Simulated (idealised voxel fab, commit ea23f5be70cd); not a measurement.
Module name: voxel self aligned contacts (process module)
Pictured: cross-section cut, 180 nm wide, on a grid of 5 nm square cells.
Each cross-section below is a grid of square cells, stated as bands in top-down order, with one or more rows of cells making up each band. Band entry format. Leading values: height of top, height of bottom, nm. Remainder: materials in left-to-right order, each with its width in nm. Special words: "everywhere" on a single material, which then fills the band edge to edge; "air", empty space. A quick word on heights: they are counted from 0, and under that level the wafer as it came to us is one material throughout. The lowest band is different from the rest in having no bottom; it simply continues downward, written as in "0 nm and below". Top row gets the first number, bottom row gets the second, and each row in between changes by the same step: that is how a band width like "30->40" works. Reading "all unchanged" for a step: not a cell of the cross-section changed in it. "Closed voids list" contains a list of empty spaces, each no smaller than 8 cells and without an open way to the top, written in the form width x height at distance with the distance from the left edge and all three in nm. On each step's line, the part that comes after the settings is the simulator's own comment on the step. The setting "overlay nm" may be written on the line of a step. When the step uses a mask, the value reports how far to the right of the planned place the mask lay, and a negative value reports that it lay to the left.

-- Process steps - plan
1) RECEIVE,material Si
2) CONFORMAL_DEP,material SiO2,thk nm 5
3) DIRECTIONAL_DEP,material polySi,thk nm 30
4) DIRECTIONAL_DEP,material SiN,thk nm 25
5) PATTERN,tone cover,mask id GATE,material resist,width nm 25,pitch nm 65,thk nm 15,overlay nm 0
6) DIRECTIONAL_ETCH,etch materials SiN,depth nm 25
7) DIRECTIONAL_ETCH,etch materials polySi,depth nm 30
8) STRIP,etch materials resist
9) CONFORMAL_DEP,material SiN,thk nm 10
10) DIRECTIONAL_ETCH,etch materials SiN,depth nm 10
11) FILL_DEP,material SiO2,thk nm 10
12) CMP,height nm 65
13) PATTERN,tone open,mask id CONTACT,material resist,width nm 50,thk nm 15,overlay nm 0
14) DIRECTIONAL_ETCH,etch materials SiO2,depth nm 65
15) STRIP,etch materials resist
16) CONFORMAL_DEP,material TiN,thk nm 5
17) FILL_DEP,material W,thk nm 10
18) CMP,height nm 65
19) CONFORMAL_DEP,material SiN,thk nm 5

-- As-received wafer cross-section (after step 1)
	0 nm and below | Si everywhere
	Closed voids list: none

-- Run as planned - first of the two wafers cross-sectioned at the end of the module
	70 nm to 65 nm | SiN everywhere
	65 nm to 60 nm | 65 of SiO2; 20 of TiN; 10 of W; 20 of TiN; 65 of SiO2
	60 nm to 35 nm | 35 of SiO2; 45 of SiN; 5 of TiN; 10 of W; 5 of TiN; 45 of SiN; 35 of SiO2
	35 nm to 5 nm | 35 of SiO2; 10 of SiN; 25 of polySi; 10 of SiN; 5 of TiN; 10 of W; 5 of TiN; 10 of SiN; 25 of polySi; 10 of SiN; 35 of SiO2
	5 nm to 0 nm | 80 of SiO2; 20 of TiN; 80 of SiO2
	0 nm and below | Si everywhere
	Closed voids list: none

-- Wafer two, end of module, cross-section. Same start, same plan as wafer one. One mistake in the run
	70 nm to 65 nm | SiN everywhere
	65 nm to 55 nm | 65 of SiO2; 5->20 of TiN; 40->10 of W; 5->20 of TiN; 65 of SiO2
	55 nm to 30 nm | 35 of SiO2; 45 of SiN; 5 of TiN; 10 of W; 5 of TiN; 45 of SiN; 35 of SiO2
	30 nm to 5 nm | 35 of SiO2; 10 of SiN; 25 of polySi; 10 of SiN; 5 of TiN; 10 of W; 5 of TiN; 10 of SiN; 25 of polySi; 10 of SiN; 35 of SiO2
	5 nm to 0 nm | 35 of SiO2; 10 of SiN; 25 of polySi; 10 of SiN; 20 of TiN; 10 of SiN; 25 of polySi; 10 of SiN; 35 of SiO2
	0 nm and below | Si everywhere
	Closed voids list: none
Misprocessing identified: step 2 of the plan was jumped over and never run
Bottom line after processing is that, in cells, the second wafer is up or down on some materials versus the first: SiO2: 6 fewer; W: 6 more
